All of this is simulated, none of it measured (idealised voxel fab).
The process module presented herein is designated voxel wiring stack.
The figure presents cross-section cut, which has a width of 255 nm and is divided into square cells with an edge length of 5 nm.
For the purposes of this document, a cross-section shall be understood as a grid of square cells, specified as bands listed in top-to-bottom order, each band consisting of one or more rows of cells. What a band's entry tells you: where the top is and where the bottom is, as heights in nm, and after that what lies inside, material by material from left to right, each with its width in nm. Empty space is written as the word "empty", and a single material marked with the word "edge to edge" occupies the band from edge to edge. Counting heights begins at 0, where everything beneath is, in the wafer as received, one material. The lowest band has no bottom; it goes on downwards, as "from 0 down" shows. A width such as "30 to 40" changes by the same amount from each row of cells to the next, from the band's top row to its bottom row. Step note "nothing different" = no cross-section cell changed. Closed-off voids: empty space of 8 cells or more with no open way to the top, each as width x height at its distance from the left edge, in nm. Whatever follows a step's settings on its line is a remark the simulator itself makes about that step. The setting "overlay nm" may be written on the line of a step. When the step uses a mask, the value reports how far to the right of the planned place the mask lay, and a negative value reports that it lay to the left.
-- Listed below are the process steps as planned
- 1: RECEIVE with material Si
- 2: CONFORMAL_DEP with material SiO2, thk nm 10
- 3: DIRECTIONAL_DEP with material TiN, thk nm 5
- 4: DIRECTIONAL_DEP with material Ru, thk nm 25
- 5: PATTERN with tone cover, mask id METAL_1, material resist, width nm 25, pitch nm 55, thk nm 15, overlay nm 0
- 6: DIRECTIONAL_ETCH with etch materials Ru, depth nm 25
- 7: DIRECTIONAL_ETCH with etch materials TiN, depth nm 5
- 8: STRIP with etch materials resist
- 9: FILL_DEP with material SiO2, thk nm 5
- 10: CMP with height nm 40
- 11: CONFORMAL_DEP with material SiCN, thk nm 5
- 12: DIRECTIONAL_DEP with material lowk, thk nm 20
- 13: MASKED_ETCH with tone open, mask id PLUG_1, width nm 15, pitch nm 55, etch materials lowk, depth nm 20, overlay nm 0
- 14: MASKED_ETCH with tone open, mask id PLUG_1, width nm 15, pitch nm 55, etch materials SiCN, depth nm 5, overlay nm 0
- 15: CONFORMAL_DEP with material TiN, thk nm 5
- 16: FILL_DEP with material W, thk nm 5
- 17: CMP with height nm 65
- 18: CONFORMAL_DEP with material SiN, thk nm 5
- 19: DIRECTIONAL_DEP with material lowk, thk nm 20
- 20: MASKED_ETCH with tone open, mask id METAL_2, width nm 25, pitch nm 55, etch materials lowk, depth nm 20, overlay nm 0
- 21: MASKED_ETCH with tone open, mask id METAL_2, width nm 25, pitch nm 55, etch materials SiN, depth nm 5, overlay nm 0
- 22: CONFORMAL_DEP with material TiN, thk nm 5
- 23: FILL_DEP with material Cu, thk nm 10
- 24: CMP with height nm 90
- 25: CONFORMAL_DEP with material SiCN, thk nm 5
-- Received-state cross-section, reflecting completion of step 1
  from 0 down  Si edge to edge
  Closed-off voids: none
-- Wafer cross-section at module end: first of two, run to plan
  from 95 to 90  SiCN edge to edge
  from 90 to 70  lowk 30 nm; TiN 5 nm; Cu 15 nm; TiN 5 nm; lowk 30 nm; TiN 5 nm; Cu 15 nm; TiN 5 nm; lowk 30 nm; TiN 5 nm; Cu 15 nm; TiN 5 nm; lowk 30 nm; TiN 5 nm; Cu 15 nm; TiN 5 nm; lowk 35 nm
  from 70 to 65  SiN 30 nm; TiN 25 nm; SiN 30 nm; TiN 25 nm; SiN 30 nm; TiN 25 nm; SiN 30 nm; TiN 25 nm; SiN 35 nm
  from 65 to 45  lowk 30 nm; TiN 5 nm; W 5 nm; TiN 5 nm; lowk 40 nm; TiN 5 nm; W 5 nm; TiN 5 nm; lowk 40 nm; TiN 5 nm; W 5 nm; TiN 5 nm; lowk 40 nm; TiN 5 nm; W 5 nm; TiN 5 nm; lowk 45 nm
  from 45 to 40  SiCN 30 nm; TiN 15 nm; SiCN 40 nm; TiN 15 nm; SiCN 40 nm; TiN 15 nm; SiCN 40 nm; TiN 15 nm; SiCN 45 nm
  from 40 to 15  SiO2 30 nm; Ru 25 nm; SiO2 30 nm; Ru 25 nm; SiO2 30 nm; Ru 25 nm; SiO2 30 nm; Ru 25 nm; SiO2 35 nm
  from 15 to 10  SiO2 30 nm; TiN 25 nm; SiO2 30 nm; TiN 25 nm; SiO2 30 nm; TiN 25 nm; SiO2 30 nm; TiN 25 nm; SiO2 35 nm
  from 10 to 0  SiO2 edge to edge
  from 0 down  Si edge to edge
  Closed-off voids: none
-- Wafer two, end of module, cross-section. Same start, same plan as wafer one. One mistake in the run
  from 95 to 90  SiCN edge to edge
  from 90 to 70  lowk 30 nm; TiN 5 nm; Cu 15 nm; TiN 5 nm; lowk 30 nm; TiN 5 nm; Cu 15 nm; TiN 5 nm; lowk 30 nm; TiN 5 nm; Cu 15 nm; TiN 5 nm; lowk 30 nm; TiN 5 nm; Cu 15 nm; TiN 5 nm; lowk 35 nm
  from 70 to 65  SiN 30 nm; TiN 25 nm; SiN 30 nm; TiN 25 nm; SiN 30 nm; TiN 25 nm; SiN 30 nm; TiN 25 nm; SiN 35 nm
  from 65 to 50  lowk 25 nm; TiN 5 nm; W 15 nm; TiN 5 nm; lowk 30 nm; TiN 5 nm; W 15 nm; TiN 5 nm; lowk 30 nm; TiN 5 nm; W 15 nm; TiN 5 nm; lowk 30 nm; TiN 5 nm; W 15 nm; TiN 5 nm; lowk 40 nm
  from 50 to 45  lowk 25 nm; TiN 10 nm; W 5 nm; TiN 10 nm; lowk 30 nm; TiN 10 nm; W 5 nm; TiN 10 nm; lowk 30 nm; TiN 10 nm; W 5 nm; TiN 10 nm; lowk 30 nm; TiN 10 nm; W 5 nm; TiN 10 nm; lowk 40 nm
  from 45 to 40  SiCN 30 nm; TiN 15 nm; SiCN 40 nm; TiN 15 nm; SiCN 40 nm; TiN 15 nm; SiCN 40 nm; TiN 15 nm; SiCN 45 nm
  from 40 to 15  SiO2 30 nm; Ru 25 nm; SiO2 30 nm; Ru 25 nm; SiO2 30 nm; Ru 25 nm; SiO2 30 nm; Ru 25 nm; SiO2 35 nm
  from 15 to 10  SiO2 30 nm; TiN 25 nm; SiO2 30 nm; TiN 25 nm; SiO2 30 nm; TiN 25 nm; SiO2 30 nm; TiN 25 nm; SiO2 35 nm
  from 10 to 0  SiO2 edge to edge
  from 0 down  Si edge to edge
  Closed-off voids: none
It is concluded that the wafer was processed incorrectly with respect to the plan, in that in deviation from the planned setting, step 13 was conducted as MASKED_ETCH with tone open, mask id PLUG_1, width nm 25, pitch nm 55, etch materials lowk, depth nm 20, overlay nm 0
Wrapping up, a cell-based count of both wafers puts the second over or under the first for these materials: +8 TiN, +24 W, -32 lowk
